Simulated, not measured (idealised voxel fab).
The name of this process module is voxel wiring stack.
Cross-section cut spans 165 nm and uses square cells 5 nm in size.
In this document a cross-section is written as a grid of square cells. It is given as a series of bands, listed from the top down, and a band is one or more rows of cells. In this notation a band is specified by the heights of its top and bottom, in that order and in nm, after which its materials appear from left to right, each paired with its width in nm. The word "edge to edge" attached to a single material means that material fills the band from edge to edge; the word "empty" stands for empty space. Height datum 0, below which the as-received substrate wafer is one material. Lowest band open at the bottom, running downward: "z 0 and below". A width given as "30 to 40" starts at the first number in the band's top row and ends at the second number in its bottom row, shifting by an equal amount at every step from row to row. What does "remained unchanged" mean for a step? It means no cell of the cross-section changed in that step. "Cavities, closed" enumerates empty spaces isolated from the top, with no open way to it, that contain at least 8 cells, giving each as width x height at distance from the left edge, all three in nm. If you see something after the settings on a step's line, that's the simulator's own remark about that step. "overlay nm" on a masked step: distance the mask lay right of its planned place, negative for left.

Below is the list of planned process steps
1: RECEIVE: material Si
2: CONFORMAL_DEP: material SiO2, thk nm 10
3: CONFORMAL_DEP: material SiCN, thk nm 5
4: DIRECTIONAL_DEP: material SiO2, thk nm 25
5: DIRECTIONAL_DEP: material aC, thk nm 10
6: PATTERN: tone open, mask id METAL_1, material resist, width nm 30, pitch nm 45, thk nm 25, overlay nm 0
7: DIRECTIONAL_ETCH: etch materials aC, depth nm 10
8: STRIP: etch materials resist
9: DIRECTIONAL_ETCH: etch materials SiO2, depth nm 25
10: DIRECTIONAL_ETCH: etch materials SiCN, depth nm 5
11: STRIP: etch materials aC
12: CONFORMAL_DEP: material TiN, thk nm 5
13: FILL_DEP: material W, thk nm 5
14: CMP: height nm 40
15: CONFORMAL_DEP: material SiCN, thk nm 5
16: DIRECTIONAL_DEP: material lowk, thk nm 15
17: DIRECTIONAL_DEP: material aC, thk nm 15
18: PATTERN: tone open, mask id PLUG_1, material resist, width nm 15, pitch nm 90, thk nm 35, overlay nm 0
19: DIRECTIONAL_ETCH: etch materials aC, depth nm 15
20: STRIP: etch materials resist
21: DIRECTIONAL_ETCH: etch materials lowk, depth nm 15
22: DIRECTIONAL_ETCH: etch materials SiCN, depth nm 5
23: STRIP: etch materials aC
24: EPI: material Ru, thk nm 10
25: EPI: material Ru, thk nm 10
26: DIRECTIONAL_DEP: material TiN, thk nm 5
27: DIRECTIONAL_DEP: material W, thk nm 25
28: MASKED_ETCH: tone cover, mask id METAL_2, width nm 30, pitch nm 45, etch materials W, depth nm 25, overlay nm 0
29: MASKED_ETCH: tone cover, mask id METAL_2, width nm 30, pitch nm 45, etch materials TiN, depth nm 5, overlay nm 0
30: CONFORMAL_DEP: material SiCN, thk nm 5
31: FILL_DEP: material SiO2, thk nm 5
32: CMP: height nm 90
33: CONFORMAL_DEP: material SiCN, thk nm 5
34: DIRECTIONAL_DEP: material lowk, thk nm 25
35: DIRECTIONAL_DEP: material aC, thk nm 15
36: PATTERN: tone open, mask id METAL_3_HOLES, material resist, width nm 15, pitch nm 45, thk nm 35, overlay nm 0
37: DIRECTIONAL_ETCH: etch materials aC, depth nm 15
38: STRIP: etch materials resist
39: DIRECTIONAL_ETCH: etch materials lowk, depth nm 25
40: STRIP: etch materials aC
41: PATTERN: tone open, mask id METAL_3, material resist, width nm 30, pitch nm 45, thk nm 15, overlay nm 0
42: DIRECTIONAL_ETCH: etch materials lowk, depth nm 15
43: DIRECTIONAL_ETCH: etch materials SiCN, depth nm 5
44: STRIP: etch materials resist
45: CONFORMAL_DEP: material TiN, thk nm 5
46: FILL_DEP: material Cu, thk nm 5
47: CMP: height nm 120
48: CONFORMAL_DEP: material SiCN, thk nm 5

first wafer, as planned

Wafer at receipt (post step 1), cross-section
z 0 and below | Si edge to edge
Cavities, closed: none

Wafer xsec, post step 2
z 10 to 0 | SiO2 edge to edge
No changes below 0.

Wafer xsec, post step 3
z 15 to 10 | SiCN edge to edge
No changes below 10.

Wafer xsec, post step 4
z 40 to 15 | SiO2 edge to edge
No changes below 15.

Wafer xsec, post step 5
z 50 to 40 | aC edge to edge
No changes below 40.

Wafer xsec, post step 6
z 75 to 50 | 20 resist; 30 empty; 15 resist; 30 empty; 15 resist; 30 empty; 25 resist
No changes below 50.

Wafer xsec, post step 7
z 65 to 50 | 20 resist; 30 empty; 15 resist; 30 empty; 15 resist; 30 empty; 25 resist
z 50 to 40 | 20 aC; 30 empty; 15 aC; 30 empty; 15 aC; 30 empty; 25 aC
No changes below 40.

Wafer xsec, post step 8
z 50 to 40 | 20 aC; 30 empty; 15 aC; 30 empty; 15 aC; 30 empty; 25 aC
No changes below 40.

Wafer xsec, post step 9
z 50 to 40 | 20 aC; 30 empty; 15 aC; 30 empty; 15 aC; 30 empty; 25 aC
z 40 to 15 | 20 SiO2; 30 empty; 15 SiO2; 30 empty; 15 SiO2; 30 empty; 25 SiO2
No changes below 15.

Wafer xsec, post step 10
z 50 to 40 | 20 aC; 30 empty; 15 aC; 30 empty; 15 aC; 30 empty; 25 aC
z 40 to 15 | 20 SiO2; 30 empty; 15 SiO2; 30 empty; 15 SiO2; 30 empty; 25 SiO2
z 15 to 10 | 20 SiCN; 30 empty; 15 SiCN; 30 empty; 15 SiCN; 30 empty; 25 SiCN
No changes below 10.

Wafer xsec, post step 11
z 40 to 15 | 20 SiO2; 30 empty; 15 SiO2; 30 empty; 15 SiO2; 30 empty; 25 SiO2
No changes below 15.

Wafer xsec, post step 12
z 45 to 40 | 25 TiN; 20 empty; 25 TiN; 20 empty; 25 TiN; 20 empty; 30 TiN
z 40 to 15 | 20 SiO2; 5 TiN; 20 empty; 5 TiN; 15 SiO2; 5 TiN; 20 empty; 5 TiN; 15 SiO2; 5 TiN; 20 empty; 5 TiN; 25 SiO2
z 15 to 10 | 20 SiCN; 30 TiN; 15 SiCN; 30 TiN; 15 SiCN; 30 TiN; 25 SiCN
No changes below 10.

Wafer xsec, post step 13
z 50 to 45 | W edge to edge
z 45 to 40 | 25 TiN; 20 W; 25 TiN; 20 W; 25 TiN; 20 W; 30 TiN
z 40 to 15 | 20 SiO2; 5 TiN; 20 W; 5 TiN; 15 SiO2; 5 TiN; 20 W; 5 TiN; 15 SiO2; 5 TiN; 20 W; 5 TiN; 25 SiO2
No changes below 15.

Wafer xsec, post step 14
z 40 to 15 | 20 SiO2; 5 TiN; 20 W; 5 TiN; 15 SiO2; 5 TiN; 20 W; 5 TiN; 15 SiO2; 5 TiN; 20 W; 5 TiN; 25 SiO2
No changes below 15.

Wafer xsec, post step 15
z 45 to 40 | SiCN edge to edge
No changes below 40.

Wafer xsec, post step 16
z 60 to 45 | lowk edge to edge
No changes below 45.

Wafer xsec, post step 17
z 75 to 60 | aC edge to edge
No changes below 60.

Wafer xsec, post step 18
z 110 to 75 | 20 resist; 15 empty; 75 resist; 15 empty; 40 resist
No changes below 75.

Wafer xsec, post step 19
z 95 to 75 | 20 resist; 15 empty; 75 resist; 15 empty; 40 resist
z 75 to 60 | 20 aC; 15 empty; 75 aC; 15 empty; 40 aC
No changes below 60.

Wafer xsec, post step 20
z 75 to 60 | 20 aC; 15 empty; 75 aC; 15 empty; 40 aC
No changes below 60.

Wafer xsec, post step 21
z 75 to 60 | 20 aC; 15 empty; 75 aC; 15 empty; 40 aC
z 60 to 45 | 20 lowk; 15 empty; 75 lowk; 15 empty; 40 lowk
No changes below 45.

Wafer xsec, post step 22
z 75 to 60 | 20 aC; 15 empty; 75 aC; 15 empty; 40 aC
z 60 to 45 | 20 lowk; 15 empty; 75 lowk; 15 empty; 40 lowk
z 45 to 40 | 20 SiCN; 15 empty; 75 SiCN; 15 empty; 40 SiCN
No changes below 40.

Wafer xsec, post step 23
z 60 to 45 | 20 lowk; 15 empty; 75 lowk; 15 empty; 40 lowk
No changes below 45.

Wafer xsec, post step 24
z 60 to 50 | 20 lowk; 15 empty; 75 lowk; 15 empty; 40 lowk
z 50 to 45 | 20 lowk; 15 Ru; 75 lowk; 15 Ru; 40 lowk
z 45 to 40 | 20 SiCN; 15 Ru; 75 SiCN; 15 Ru; 40 SiCN
No changes below 40.

Wafer xsec, post step 25
z 60 to 45 | 20 lowk; 15 Ru; 75 lowk; 15 Ru; 40 lowk
No changes below 45.

Wafer xsec, post step 26
z 65 to 60 | TiN edge to edge
No changes below 60.

Wafer xsec, post step 27
z 90 to 65 | W edge to edge
No changes below 65.

Wafer xsec, post step 28
z 90 to 65 | 20 empty; 30 W; 15 empty; 30 W; 15 empty; 30 W; 25 empty
No changes below 65.

Wafer xsec, post step 29
z 90 to 65 | 20 empty; 30 W; 15 empty; 30 W; 15 empty; 30 W; 25 empty
z 65 to 60 | 20 empty; 30 TiN; 15 empty; 30 TiN; 15 empty; 30 TiN; 25 empty
No changes below 60.

Wafer xsec, post step 30
z 95 to 90 | 15 empty; 40 SiCN; 5 empty; 40 SiCN; 5 empty; 40 SiCN; 20 empty
z 90 to 65 | 15 empty; 5 SiCN; 30 W; 5 SiCN; 5 empty; 5 SiCN; 30 W; 5 SiCN; 5 empty; 5 SiCN; 30 W; 5 SiCN; 20 empty
z 65 to 60 | 20 SiCN; 30 TiN; 15 SiCN; 30 TiN; 15 SiCN; 30 TiN; 25 SiCN
No changes below 60.

Wafer xsec, post step 31
z 100 to 95 | SiO2 edge to edge
z 95 to 90 | 15 SiO2; 40 SiCN; 5 SiO2; 40 SiCN; 5 SiO2; 40 SiCN; 20 SiO2
z 90 to 65 | 15 SiO2; 5 SiCN; 30 W; 5 SiCN; 5 SiO2; 5 SiCN; 30 W; 5 SiCN; 5 SiO2; 5 SiCN; 30 W; 5 SiCN; 20 SiO2
No changes below 65.

Wafer xsec, post step 32
z 90 to 65 | 15 SiO2; 5 SiCN; 30 W; 5 SiCN; 5 SiO2; 5 SiCN; 30 W; 5 SiCN; 5 SiO2; 5 SiCN; 30 W; 5 SiCN; 20 SiO2
No changes below 65.

Wafer xsec, post step 33
z 95 to 90 | SiCN edge to edge
No changes below 90.

Wafer xsec, post step 34
z 120 to 95 | lowk edge to edge
No changes below 95.

Wafer xsec, post step 35
z 135 to 120 | aC edge to edge
No changes below 120.

Wafer xsec, post step 36
z 170 to 135 | 20 resist; 15 empty; 30 resist; 15 empty; 30 resist; 15 empty; 40 resist
No changes below 135.

Wafer xsec, post step 37
z 155 to 135 | 20 resist; 15 empty; 30 resist; 15 empty; 30 resist; 15 empty; 40 resist
z 135 to 120 | 20 aC; 15 empty; 30 aC; 15 empty; 30 aC; 15 empty; 40 aC
No changes below 120.

Wafer xsec, post step 38
z 135 to 120 | 20 aC; 15 empty; 30 aC; 15 empty; 30 aC; 15 empty; 40 aC
No changes below 120.

Wafer xsec, post step 39
z 135 to 120 | 20 aC; 15 empty; 30 aC; 15 empty; 30 aC; 15 empty; 40 aC
z 120 to 95 | 20 lowk; 15 empty; 30 lowk; 15 empty; 30 lowk; 15 empty; 40 lowk
No changes below 95.

Wafer xsec, post step 40
z 120 to 95 | 20 lowk; 15 empty; 30 lowk; 15 empty; 30 lowk; 15 empty; 40 lowk
No changes below 95.

Wafer xsec, post step 41
z 135 to 120 | 20 resist; 30 empty; 15 resist; 30 empty; 15 resist; 30 empty; 25 resist
No changes below 120.

Wafer xsec, post step 42
z 135 to 120 | 20 resist; 30 empty; 15 resist; 30 empty; 15 resist; 30 empty; 25 resist
z 120 to 105 | 20 lowk; 30 empty; 15 lowk; 30 empty; 15 lowk; 30 empty; 25 lowk
No changes below 105.

Wafer xsec, post step 43
z 135 to 120 | 20 resist; 30 empty; 15 resist; 30 empty; 15 resist; 30 empty; 25 resist
z 120 to 105 | 20 lowk; 30 empty; 15 lowk; 30 empty; 15 lowk; 30 empty; 25 lowk
z 105 to 95 | 20 lowk; 15 empty; 30 lowk; 15 empty; 30 lowk; 15 empty; 40 lowk
z 95 to 90 | 20 SiCN; 15 empty; 30 SiCN; 15 empty; 30 SiCN; 15 empty; 40 SiCN
No changes below 90.

Wafer xsec, post step 44
z 120 to 105 | 20 lowk; 30 empty; 15 lowk; 30 empty; 15 lowk; 30 empty; 25 lowk
No changes below 105.

Wafer xsec, post step 45
z 125 to 120 | 25 TiN; 20 empty; 25 TiN; 20 empty; 25 TiN; 20 empty; 30 TiN
z 120 to 110 | 20 lowk; 5 TiN; 20 empty; 5 TiN; 15 lowk; 5 TiN; 20 empty; 5 TiN; 15 lowk; 5 TiN; 20 empty; 5 TiN; 25 lowk
z 110 to 105 | 20 lowk; 5 TiN; 5 empty; 20 TiN; 15 lowk; 5 TiN; 5 empty; 20 TiN; 15 lowk; 5 TiN; 5 empty; 20 TiN; 25 lowk
z 105 to 95 | 20 lowk; 5 TiN; 5 empty; 5 TiN; 30 lowk; 5 TiN; 5 empty; 5 TiN; 30 lowk; 5 TiN; 5 empty; 5 TiN; 40 lowk
z 95 to 90 | 20 SiCN; 15 TiN; 30 SiCN; 15 TiN; 30 SiCN; 15 TiN; 40 SiCN
No changes below 90.

Wafer xsec, post step 46
z 130 to 125 | Cu edge to edge
z 125 to 120 | 25 TiN; 20 Cu; 25 TiN; 20 Cu; 25 TiN; 20 Cu; 30 TiN
z 120 to 110 | 20 lowk; 5 TiN; 20 Cu; 5 TiN; 15 lowk; 5 TiN; 20 Cu; 5 TiN; 15 lowk; 5 TiN; 20 Cu; 5 TiN; 25 lowk
z 110 to 105 | 20 lowk; 5 TiN; 5 Cu; 20 TiN; 15 lowk; 5 TiN; 5 Cu; 20 TiN; 15 lowk; 5 TiN; 5 Cu; 20 TiN; 25 lowk
z 105 to 95 | 20 lowk; 5 TiN; 5 Cu; 5 TiN; 30 lowk; 5 TiN; 5 Cu; 5 TiN; 30 lowk; 5 TiN; 5 Cu; 5 TiN; 40 lowk
No changes below 95.

Wafer xsec, post step 47
z 120 to 110 | 20 lowk; 5 TiN; 20 Cu; 5 TiN; 15 lowk; 5 TiN; 20 Cu; 5 TiN; 15 lowk; 5 TiN; 20 Cu; 5 TiN; 25 lowk
No changes below 110.

Wafer xsec, post step 48
z 125 to 120 | SiCN edge to edge
No changes below 120.

Second wafer, same starting conditions and recipe as the first, one mistake in executing it, nothing differs from the first up to and including step 35

Cross-sectional representation of the second wafer at the time designated in the plan for the completion of step 36
z 170 to 135 | 15 resist; 25 empty; 20 resist; 25 empty; 20 resist; 25 empty; 35 resist
No changes below 135.

Cross-sectional representation of the second wafer at the time designated in the plan for the completion of step 37
z 155 to 135 | 15 resist; 25 empty; 20 resist; 25 empty; 20 resist; 25 empty; 35 resist
z 135 to 120 | 15 aC; 25 empty; 20 aC; 25 empty; 20 aC; 25 empty; 35 aC
No changes below 120.

Cross-sectional representation of the second wafer at the time designated in the plan for the completion of step 38
z 135 to 120 | 15 aC; 25 empty; 20 aC; 25 empty; 20 aC; 25 empty; 35 aC
No changes below 120.

Cross-sectional representation of the second wafer at the time designated in the plan for the completion of step 39
z 135 to 120 | 15 aC; 25 empty; 20 aC; 25 empty; 20 aC; 25 empty; 35 aC
z 120 to 95 | 15 lowk; 25 empty; 20 lowk; 25 empty; 20 lowk; 25 empty; 35 lowk
No changes below 95.

Cross-sectional representation of the second wafer at the time designated in the plan for the completion of step 40
z 120 to 95 | 15 lowk; 25 empty; 20 lowk; 25 empty; 20 lowk; 25 empty; 35 lowk
No changes below 95.

Cross-sectional representation of the second wafer at the time designated in the plan for the completion of step 41
z 135 to 120 | 20 resist; 30 empty; 15 resist; 30 empty; 15 resist; 30 empty; 25 resist
z 120 to 95 | 15 lowk; 5 resist; 20 empty; 20 lowk; 5 resist; 20 empty; 20 lowk; 5 resist; 20 empty; 35 lowk
No changes below 95.

Cross-sectional representation of the second wafer at the time designated in the plan for the completion of step 42
z 135 to 120 | 20 resist; 30 empty; 15 resist; 30 empty; 15 resist; 30 empty; 25 resist
z 120 to 105 | 15 lowk; 5 resist; 30 empty; 10 lowk; 5 resist; 30 empty; 10 lowk; 5 resist; 30 empty; 25 lowk
No changes below 105.

Cross-sectional representation of the second wafer at the time designated in the plan for the completion of step 43
z 135 to 120 | 20 resist; 30 empty; 15 resist; 30 empty; 15 resist; 30 empty; 25 resist
z 120 to 105 | 15 lowk; 5 resist; 30 empty; 10 lowk; 5 resist; 30 empty; 10 lowk; 5 resist; 30 empty; 25 lowk
z 105 to 95 | 15 lowk; 5 resist; 20 empty; 20 lowk; 5 resist; 20 empty; 20 lowk; 5 resist; 20 empty; 35 lowk
z 95 to 90 | 20 SiCN; 20 empty; 25 SiCN; 20 empty; 25 SiCN; 20 empty; 35 SiCN
No changes below 90.

Cross-sectional representation of the second wafer at the time designated in the plan for the completion of step 44
z 120 to 105 | 15 lowk; 35 empty; 10 lowk; 35 empty; 10 lowk; 35 empty; 25 lowk
z 105 to 95 | 15 lowk; 25 empty; 20 lowk; 25 empty; 20 lowk; 25 empty; 35 lowk
No changes below 95.

Cross-sectional representation of the second wafer at the time designated in the plan for the completion of step 45
z 125 to 120 | 20 TiN; 25 empty; 20 TiN; 25 empty; 20 TiN; 25 empty; 30 TiN
z 120 to 110 | 15 lowk; 5 TiN; 25 empty; 5 TiN; 10 lowk; 5 TiN; 25 empty; 5 TiN; 10 lowk; 5 TiN; 25 empty; 5 TiN; 25 lowk
z 110 to 100 | 15 lowk; 5 TiN; 15 empty; 15 to 5 TiN; 10 to 20 lowk; 5 TiN; 15 empty; 15 to 5 TiN; 10 to 20 lowk; 5 TiN; 15 empty; 15 to 5 TiN; 25 to 35 lowk
z 100 to 95 | 15 lowk; 10 TiN; 10 empty; 5 TiN; 20 lowk; 10 TiN; 10 empty; 5 TiN; 20 lowk; 10 TiN; 10 empty; 5 TiN; 35 lowk
z 95 to 90 | 20 SiCN; 20 TiN; 25 SiCN; 20 TiN; 25 SiCN; 20 TiN; 35 SiCN
No changes below 90.

Cross-sectional representation of the second wafer at the time designated in the plan for the completion of step 46
z 130 to 125 | Cu edge to edge
z 125 to 120 | 20 TiN; 25 Cu; 20 TiN; 25 Cu; 20 TiN; 25 Cu; 30 TiN
z 120 to 110 | 15 lowk; 5 TiN; 25 Cu; 5 TiN; 10 lowk; 5 TiN; 25 Cu; 5 TiN; 10 lowk; 5 TiN; 25 Cu; 5 TiN; 25 lowk
z 110 to 100 | 15 lowk; 5 TiN; 15 Cu; 15 to 5 TiN; 10 to 20 lowk; 5 TiN; 15 Cu; 15 to 5 TiN; 10 to 20 lowk; 5 TiN; 15 Cu; 15 to 5 TiN; 25 to 35 lowk
z 100 to 95 | 15 lowk; 10 TiN; 10 Cu; 5 TiN; 20 lowk; 10 TiN; 10 Cu; 5 TiN; 20 lowk; 10 TiN; 10 Cu; 5 TiN; 35 lowk
No changes below 95.

Cross-sectional representation of the second wafer at the time designated in the plan for the completion of step 47
z 120 to 110 | 15 lowk; 5 TiN; 25 Cu; 5 TiN; 10 lowk; 5 TiN; 25 Cu; 5 TiN; 10 lowk; 5 TiN; 25 Cu; 5 TiN; 25 lowk
No changes below 110.

Cross-sectional representation of the second wafer at the time designated in the plan for the completion of step 48
z 125 to 120 | SiCN edge to edge
No changes below 120.
What was done differently from what was planned? step 36 off recipe, ran as PATTERN: tone open, mask id METAL_3_HOLES, material resist, width nm 25, pitch nm 45, thk nm 35, overlay nm 0
The closing comparison, in cells, has the second wafer with more or fewer of some materials than the first: Cu +21 | SiCN -3 | TiN +3 | lowk -21
